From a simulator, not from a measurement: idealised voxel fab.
Process module name: voxel released beams
Section shown: cut. Width: 230 nm. Cell size: 5 nm, square.
Format of a cross-section: grid, square cells. Given as bands. Order: top down. Band: one or more rows of cells.
This entry defines a band. It first specifies the height of the band's top and the height of its bottom in nm, and then specifies the band's materials from left to right, stating each material with its width in nm. The word "throughout" identifies a single material that fills the band from edge to edge, while the word "blank" identifies empty space.
We count height from 0. Below that, the starting wafer is all one material. The lowest band never ends at the bottom but goes on down; see "0 and below" for how that is written.
Width "30->40": first value at the band's top row of cells, second value at its bottom row, equal change from row to row.
Basically "remained unchanged" means that step didn't change any cell in the cross-section.
Empty spaces counting at least 8 cells and having no open way to the top are listed in "Encapsulated voids". The notation width x height at distance is used for each, the distance being from the left edge and all three values in nm.
Post-settings text on a step line: simulator's own remark regarding the step.
A step's line can hold "overlay nm"; with a mask on that step, the setting says how far right of the planned place the mask lay, while a negative setting says it lay to the left.

Listed below are the process steps as planned:
1,RECEIVE, material Si
2,CONFORMAL_DEP, material SiN, thk nm 5
3,DIRECTIONAL_DEP, material SiO2, thk nm 10
4,PATTERN, tone open, mask id ANCHOR, material resist, width nm 25, thk nm 20, overlay nm 0
5,DIRECTIONAL_ETCH, etch materials SiO2, depth nm 10
6,STRIP, etch materials resist
7,CONFORMAL_DEP, material polySi, thk nm 10
8,DIRECTIONAL_DEP, material aC, thk nm 10
9,PATTERN, tone cover, mask id BEAM, material resist, width nm 95, thk nm 30, overlay nm 0
10,DIRECTIONAL_ETCH, etch materials aC, depth nm 10
11,STRIP, etch materials resist
12,DIRECTIONAL_ETCH, etch materials polySi, depth nm 10
13,STRIP, etch materials aC
14,STRIP, etch materials SiO2
varied across the wafers: thk nm of step 2. The plan shows the first wafer's value. All wafers start alike

Incoming state of the first of several wafers in cross-section: after step 1:
0 and below = Si throughout
Encapsulated voids: none

Cross-section after step 14, the final step of the module, for the first of several wafers:
25 down to 15 = blank=65, polySi=15, blank=5, polySi=75, blank=70
15 down to 5 = blank=70, polySi=25, blank=135
5 down to 0 = SiN throughout
0 and below = Si throughout
Encapsulated voids: none

Of the several wafers, the last: cross-section at the end of the module:
40 down to 30 = blank=65, polySi=15, blank=5, polySi=75, blank=70
30 down to 20 = blank=70, polySi=25, blank=135
20 down to 0 = SiN throughout
0 and below = Si throughout
Encapsulated voids: none

The rows of the table below are wafers. Looking at the end of the module, a row counts, for every material, the cells the wafer has gained, shown as (+), or lost, shown as (-), since it was received; its closed voids come next:
thk nm 5; +46 SiN; +46 polySi; Encapsulated voids: none
thk nm 10; +92 SiN; +46 polySi; Encapsulated voids: none
thk nm 15; +138 SiN; +46 polySi; Encapsulated voids: none
thk nm 20; +184 SiN; +46 polySi; Encapsulated voids: none
